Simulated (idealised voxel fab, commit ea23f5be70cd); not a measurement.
process module | voxel gate over fins
cross-section cut | 160 nm wide | cells 5 nm
A cross-section is a grid of square cells, given in bands from the top down. A band is one or more rows of cells.
Each band's line starts with the height of the band's top and of its bottom, in nm. Then come its materials from left to right, each with its width in nm. One material with "throughout" fills the band from edge to edge. "air" is empty space.
Height 0 is the level under which the wafer as received is all one material. The lowest band goes on downwards, as in "0 down".
A width such as "30 to 40" changes by the same amount from each row of cells to the next, from the band's top row to its bottom row.
"no change" after a step means that no cell of the cross-section changed.
closed voids: empty space of 8 cells or more with no open way to the top, each as width x height at its distance from the left edge, in nm
after a step's settings: what the simulator itself notes on the step
overlay nm, on a step with a mask: how far to the right of its planned place the mask lay; to the left if negative
plan
1 op RECEIVE | material Si
2 op CONFORMAL_DEP | material SiN | thk nm 5
3 op MASKED_ETCH | tone cover | mask id FINS | width nm 15 | pitch nm 40 | etch materials SiN | depth nm 5 | overlay nm 0
4 op MASKED_ETCH | tone cover | mask id FINS | width nm 15 | pitch nm 40 | etch materials Si | depth nm 30 | overlay nm 0
5 op OXIDIZE | depth nm 5
6 op FILL_DEP | material SiO2 | thk nm 15
7 op CMP | height nm 5
8 op SELECTIVE_ETCH | etch materials SiO2 | depth nm 15
9 op STRIP | etch materials SiN
10 op CONFORMAL_DEP | material HfO2 | thk nm 5
11 op CONFORMAL_DEP | material TiN | thk nm 5
12 op FILL_DEP | material W | thk nm 10
13 op CMP | height nm 15
14 op CONFORMAL_DEP | material SiCN | thk nm 10
as received, after step 1
  0 down: Si throughout
  closed voids: none
a wafer at the end: this start, this plan, one mistake
  25 to 15: SiCN throughout
  15 to 10: W 35 | TiN 5 | HfO2 35 | TiN 5 | HfO2 35 | TiN 5 | W 40
  10 to 5: TiN 40 | HfO2 35 | TiN 5 | HfO2 35 | TiN 45
  5 to 0: HfO2 throughout
  0 to -10: HfO2 55 | Si 5 | HfO2 35 | Si 5 | HfO2 60
  -10 to -35: SiO2 55 | Si 5 | SiO2 35 | Si 5 | SiO2 60
  -35 down: Si throughout
  closed voids: none
what went wrong: step 10 ran as: op CONFORMAL_DEP | material HfO2 | thk nm 15
